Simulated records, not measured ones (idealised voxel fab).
process module | voxel released beams
cross-section cut | 200 nm wide | cells 5 nm
A cross-section is a grid of square cells, given in bands from the top down. A band is one or more rows of cells.
Each band's line starts with the height of the band's top and of its bottom, in nm. Then come its materials from left to right, each with its width in nm. One material with "throughout" fills the band from edge to edge. "air" is empty space.
Height 0 is the level under which the wafer as received is all one material. The lowest band goes on downwards, as in "0 down".
A width such as "30 to 40" changes by the same amount from each row of cells to the next, from the band's top row to its bottom row.
"no change" after a step means that no cell of the cross-section changed.
closed voids: empty space of 8 cells or more with no open way to the top, each as width x height at its distance from the left edge, in nm
after a step's settings: what the simulator itself notes on the step
overlay nm, on a step with a mask: how far to the right of its planned place the mask lay; to the left if negative
plan
1 op RECEIVE | material Si
2 op CONFORMAL_DEP | material SiN | thk nm 5
3 op DIRECTIONAL_DEP | material SiO2 | thk nm 20
4 op PATTERN | tone open | mask id ANCHOR | material resist | width nm 35 | thk nm 15 | overlay nm 0
5 op DIRECTIONAL_ETCH | etch materials SiO2 | depth nm 20
6 op STRIP | etch materials resist
7 op CONFORMAL_DEP | material polySi | thk nm 15
8 op DIRECTIONAL_DEP | material aC | thk nm 15
9 op PATTERN | tone cover | mask id BEAM | material resist | width nm 110 | thk nm 30 | overlay nm 0
10 op DIRECTIONAL_ETCH | etch materials aC | depth nm 15
11 op STRIP | etch materials resist
12 op DIRECTIONAL_ETCH | etch materials polySi | depth nm 15
13 op STRIP | etch materials aC
14 op STRIP | etch materials SiO2
as received, after step 1
  0 down: Si throughout
  closed voids: none
a wafer at the end: this start, this plan, one mistake
  40 to 25: air 40 | polySi 110 | air 50
  25 to 20: SiN throughout
  20 to 0: SiO2 throughout
  0 down: Si throughout
  closed voids: none
what went wrong: steps 2 and 3 were swapped
